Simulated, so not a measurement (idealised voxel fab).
The document below concerns the process module designated voxel self aligned contacts.
The cross-section on display is named cut; it measures 265 nm wide, and its cells are 5 nm squares.
Heads up, the way a cross-section reads in here is a grid of square cells, handed over as bands from the top down, with every band being one or more rows of cells.
In this notation a band is specified by the heights of its top and bottom, in that order and in nm, after which its materials appear from left to right, each paired with its width in nm. The word "full width" attached to a single material means that material fills the band from edge to edge; the word "air" stands for empty space.
Below 0: as-received wafer, all one material; heights counted from there. Lowest band: no bottom, goes on down, written "0 and below".
Graded width ("30 to 40"): value in top row of band = first number; value in bottom row = second number; row-to-row change constant.
Where the words "nothing was modified" appear for a step, the cross-section shows no cell changed by that step; every cell remained as before.
Closed-off voids of 8+ cells (no open route to the top) go in "Closed-off voids", written width x height at distance from the left edge, in nm.
Read whatever lies past the settings on a step's line as the simulator's own remark about the step.
overlay nm, on a step with a mask: how far to the right of its planned place the mask lay; to the left if negative
### Steps in the process plan
- 1: RECEIVE with material Si
- 2: OXIDIZE with depth nm 5
- 3: DIRECTIONAL_DEP with material polySi, thk nm 20
- 4: DIRECTIONAL_DEP with material SiN, thk nm 15
- 5: PATTERN with tone cover, mask id GATE, material resist, width nm 35, pitch nm 70, thk nm 20, overlay nm 0
- 6: DIRECTIONAL_ETCH with etch materials SiN, depth nm 15
- 7: DIRECTIONAL_ETCH with etch materials polySi, depth nm 20
- 8: STRIP with etch materials resist
- 9: CONFORMAL_DEP with material SiN, thk nm 5
- 10: DIRECTIONAL_ETCH with etch materials SiN, depth nm 5
- 11: FILL_DEP with material SiO2, thk nm 15
- 12: CMP with height nm 40
- 13: PATTERN with tone open, mask id CONTACT, material resist, width nm 45, thk nm 15, overlay nm 0
- 14: DIRECTIONAL_ETCH with etch materials SiO2, depth nm 45
- 15: STRIP with etch materials resist
- 16: CONFORMAL_DEP with material TiN, thk nm 5
- 17: FILL_DEP with material Ru, thk nm 5
- 18: CMP with height nm 40
- 19: CONFORMAL_DEP with material SiN, thk nm 5
varied across the wafers: depth nm of step 10. The plan shows the first wafer's value. All wafers start alike
### As-received state after step 1, first of several wafers, cross-section
> 0 and below | Si full width
> Closed-off voids: none
### Here is how to read the rows: every wafer has a row, and it shows the wafer at the end of the module, giving for each material how many cells were gained (+) or lost (-) since the wafer was received, then listing its closed voids
depth nm 5; +24 Ru; -53 Si; +123 SiN; +302 SiO2; +25 TiN; +56 polySi; Closed-off voids: none
depth nm 10; +28 Ru; -53 Si; +105 SiN; +316 SiO2; +25 TiN; +56 polySi; Closed-off voids: none
depth nm 15; +32 Ru; -53 Si; +87 SiN; +330 SiO2; +25 TiN; +56 polySi; Closed-off voids: none
